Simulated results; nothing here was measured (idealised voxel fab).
process module | voxel transistor to metal
Xsec cut, 165 nm wide, square cell size 5 nm.
Cross-section = grid of square cells, listed top down in bands; band = one or more rows.
The entry gives the band's vertical extent as a top height and a bottom height in nm, then its horizontal make-up as materials from left to right, each with a width in nm. "air" stands for empty space; a single material marked "all across" fills the band edge to edge.
All heights in this document are referenced to 0, defined as the level beneath which the wafer, as received, consists entirely of one material. The lowest band is not bounded below; it extends indefinitely downward and is written in the form "0..down".
Width spec "30 to 40" -> top row of cells at first value, bottom row at second value, equal per-row change in between.
Take "no modifications" at face value: in the step it is given for, the cross-section changed in none of its cells.
Each empty space that has no open way to the top and spans at least 8 cells appears under "Cavities, sealed" as width x height at distance, the distance counted from the left edge, all in nm.
Anything after a step's settings on that line? It's the simulator's own note about the step.
overlay nm: on a step with a mask, how far right of its planned place the mask lay; negative means left.
# This section lists the process steps that were planned
1) RECEIVE, material Si
2) OXIDIZE, depth nm 5
3) CONFORMAL_DEP, material SiN, thk nm 10
4) MASKED_ETCH, tone cover, mask id ACTIVE, width nm 105, etch materials SiN, depth nm 10, overlay nm 0
5) MASKED_ETCH, tone cover, mask id ACTIVE, width nm 105, etch materials SiO2, depth nm 5, overlay nm 0
6) MASKED_ETCH, tone cover, mask id ACTIVE, width nm 105, etch materials Si, depth nm 35, overlay nm 0
7) FILL_DEP, material SiO2, thk nm 10
8) CMP, height nm 10
9) SELECTIVE_ETCH, etch materials SiO2, depth nm 5
10) STRIP, etch materials SiN
11) SELECTIVE_ETCH, etch materials SiO2, depth nm 5
12) OXIDIZE, depth nm 5
13) DIRECTIONAL_DEP, material polySi, thk nm 20
14) DIRECTIONAL_DEP, material SiCN, thk nm 10
15) PATTERN, tone cover, mask id GATE, material resist, width nm 25, thk nm 20, overlay nm 0
16) DIRECTIONAL_ETCH, etch materials SiCN, depth nm 20
17) DIRECTIONAL_ETCH, etch materials polySi, depth nm 30
18) STRIP, etch materials resist
19) CONFORMAL_DEP, material SiN, thk nm 10
20) DIRECTIONAL_ETCH, etch materials SiN, depth nm 10
21) DIRECTIONAL_ETCH, etch materials SiO2, depth nm 5
22) DIRECTIONAL_ETCH, etch materials Si, depth nm 5
23) EPI, material nSi, thk nm 10
24) FILL_DEP, material SiO2, thk nm 5
25) CMP, height nm 25
26) DIRECTIONAL_DEP, material SiO2, thk nm 15
27) MASKED_ETCH, tone open, mask id CONTACT, width nm 30, pitch nm 65, etch materials SiO2, depth nm 45, overlay nm 0
28) CONFORMAL_DEP, material TiN, thk nm 5
29) FILL_DEP, material Ru, thk nm 5
30) CMP, height nm 40
31) DIRECTIONAL_DEP, material TiN, thk nm 5
32) DIRECTIONAL_DEP, material W, thk nm 15
33) DIRECTIONAL_DEP, material aC, thk nm 15
34) PATTERN, tone cover, mask id METAL_1, material resist, width nm 20, pitch nm 75, thk nm 30, overlay nm 0
35) DIRECTIONAL_ETCH, etch materials aC, depth nm 15
36) STRIP, etch materials resist
37) DIRECTIONAL_ETCH, etch materials W, depth nm 15
38) DIRECTIONAL_ETCH, etch materials TiN, depth nm 5
39) STRIP, etch materials aC
40) FILL_DEP, material lowk, thk nm 5
41) CMP, height nm 60
42) CONFORMAL_DEP, material SiCN, thk nm 5
43) DIRECTIONAL_DEP, material SiO2, thk nm 30
44) MASKED_ETCH, tone open, mask id METAL_2, width nm 20, pitch nm 75, etch materials SiO2, depth nm 15, overlay nm 0
45) MASKED_ETCH, tone open, mask id METAL_2_HOLES, width nm 15, pitch nm 75, etch materials SiO2, depth nm 15, overlay nm 0
46) MASKED_ETCH, tone open, mask id METAL_2_HOLES, width nm 15, pitch nm 75, etch materials SiCN, depth nm 5, overlay nm 0
47) CONFORMAL_DEP, material TiN, thk nm 5
48) FILL_DEP, material Cu, thk nm 5
49) CMP, height nm 95
50) CONFORMAL_DEP, material SiN, thk nm 5
# Cross-section: wafer on arrival = after step 1
	0..down = Si all across
	Cavities, sealed: none
# Wafer cross-section at module end: first of two, run to plan
	100..95 = SiN all across
	95..85 = SiO2: 35, then TiN: 5, then Cu: 10, then TiN: 5, then SiO2: 55, then TiN: 5, then Cu: 10, then TiN: 5, then SiO2: 35
	85..80 = SiO2: 35, then TiN: 5, then Cu: 5, then TiN: 10, then SiO2: 55, then TiN: 5, then Cu: 5, then TiN: 10, then SiO2: 35
	80..65 = SiO2: 35, then TiN: 5, then Cu: 5, then TiN: 5, then SiO2: 60, then TiN: 5, then Cu: 5, then TiN: 5, then SiO2: 40
	65..60 = SiCN: 35, then TiN: 15, then SiCN: 60, then TiN: 15, then SiCN: 40
	60..45 = lowk: 35, then W: 20, then lowk: 55, then W: 20, then lowk: 35
	45..40 = lowk: 35, then TiN: 20, then lowk: 55, then TiN: 20, then lowk: 35
	40..30 = SiO2: 35, then TiN: 5, then Ru: 20, then TiN: 5, then SiO2: 35, then TiN: 5, then Ru: 20, then TiN: 5, then SiO2: 35
	30..25 = SiO2: 35, then TiN: 5, then Ru: 15, then TiN: 10, then SiO2: 35, then TiN: 10, then Ru: 15, then TiN: 5, then SiO2: 35
	25..15 = SiO2: 35, then TiN: 5, then Ru: 15, then TiN: 5, then SiN: 10, then SiCN: 25, then SiN: 10, then TiN: 5, then Ru: 15, then TiN: 5, then SiO2: 35
	15..5 = SiO2: 35, then TiN: 5, then Ru: 15, then TiN: 5, then SiN: 10, then polySi: 25, then SiN: 10, then TiN: 5, then Ru: 15, then TiN: 5, then SiO2: 35
	5..0 = SiO2: 35, then TiN: 25, then SiN: 10, then polySi: 25, then SiN: 10, then TiN: 25, then SiO2: 35
	0..-5 = SiO2: 25, then SiN: 10, then nSi: 10, then TiN: 5, then nSi: 10, then SiN: 10, then polySi: 25, then SiN: 10, then nSi: 10, then TiN: 5, then nSi: 10, then SiN: 10, then SiO2: 25
	-5..-10 = SiO2: 35, then nSi: 25, then SiO2: 45, then nSi: 25, then SiO2: 35
	-10..-15 = SiO2: 30, then Si: 5, then nSi: 25, then Si: 45, then nSi: 25, then Si: 5, then SiO2: 30
	-15..-40 = SiO2: 30, then Si: 105, then SiO2: 30
	-40..down = Si all across
	Cavities, sealed: none
# Cross-sectional view of the second of two wafers upon completion of the module. This wafer shared its starting condition and process plan with the first; one error was made during its execution
	100..95 = polySi all across
	95..85 = SiO2: 35, then TiN: 5, then Cu: 10, then TiN: 5, then SiO2: 55, then TiN: 5, then Cu: 10, then TiN: 5, then SiO2: 35
	85..80 = SiO2: 35, then TiN: 5, then Cu: 5, then TiN: 10, then SiO2: 55, then TiN: 5, then Cu: 5, then TiN: 10, then SiO2: 35
	80..65 = SiO2: 35, then TiN: 5, then Cu: 5, then TiN: 5, then SiO2: 60, then TiN: 5, then Cu: 5, then TiN: 5, then SiO2: 40
	65..60 = SiCN: 35, then TiN: 15, then SiCN: 60, then TiN: 15, then SiCN: 40
	60..45 = lowk: 35, then W: 20, then lowk: 55, then W: 20, then lowk: 35
	45..40 = lowk: 35, then TiN: 20, then lowk: 55, then TiN: 20, then lowk: 35
	40..30 = SiO2: 35, then TiN: 5, then Ru: 20, then TiN: 5, then SiO2: 35, then TiN: 5, then Ru: 20, then TiN: 5, then SiO2: 35
	30..25 = SiO2: 35, then TiN: 5, then Ru: 15, then TiN: 10, then SiO2: 35, then TiN: 10, then Ru: 15, then TiN: 5, then SiO2: 35
	25..15 = SiO2: 35, then TiN: 5, then Ru: 15, then TiN: 5, then SiN: 10, then SiCN: 25, then SiN: 10, then TiN: 5, then Ru: 15, then TiN: 5, then SiO2: 35
	15..5 = SiO2: 35, then TiN: 5, then Ru: 15, then TiN: 5, then SiN: 10, then polySi: 25, then SiN: 10, then TiN: 5, then Ru: 15, then TiN: 5, then SiO2: 35
	5..0 = SiO2: 35, then TiN: 25, then SiN: 10, then polySi: 25, then SiN: 10, then TiN: 25, then SiO2: 35
	0..-5 = SiO2: 25, then SiN: 10, then nSi: 10, then TiN: 5, then nSi: 10, then SiN: 10, then polySi: 25, then SiN: 10, then nSi: 10, then TiN: 5, then nSi: 10, then SiN: 10, then SiO2: 25
	-5..-10 = SiO2: 35, then nSi: 25, then SiO2: 45, then nSi: 25, then SiO2: 35
	-10..-15 = SiO2: 30, then Si: 5, then nSi: 25, then Si: 45, then nSi: 25, then Si: 5, then SiO2: 30
	-15..-40 = SiO2: 30, then Si: 105, then SiO2: 30
	-40..down = Si all across
	Cavities, sealed: none
What went wrong in running the wafer? so step 50 ended up running with a different setting than we planned, it ran as CONFORMAL_DEP, material polySi, thk nm 5
End of process, cell counts, second wafer against first, materials with more or fewer: -33 SiN; +33 polySi
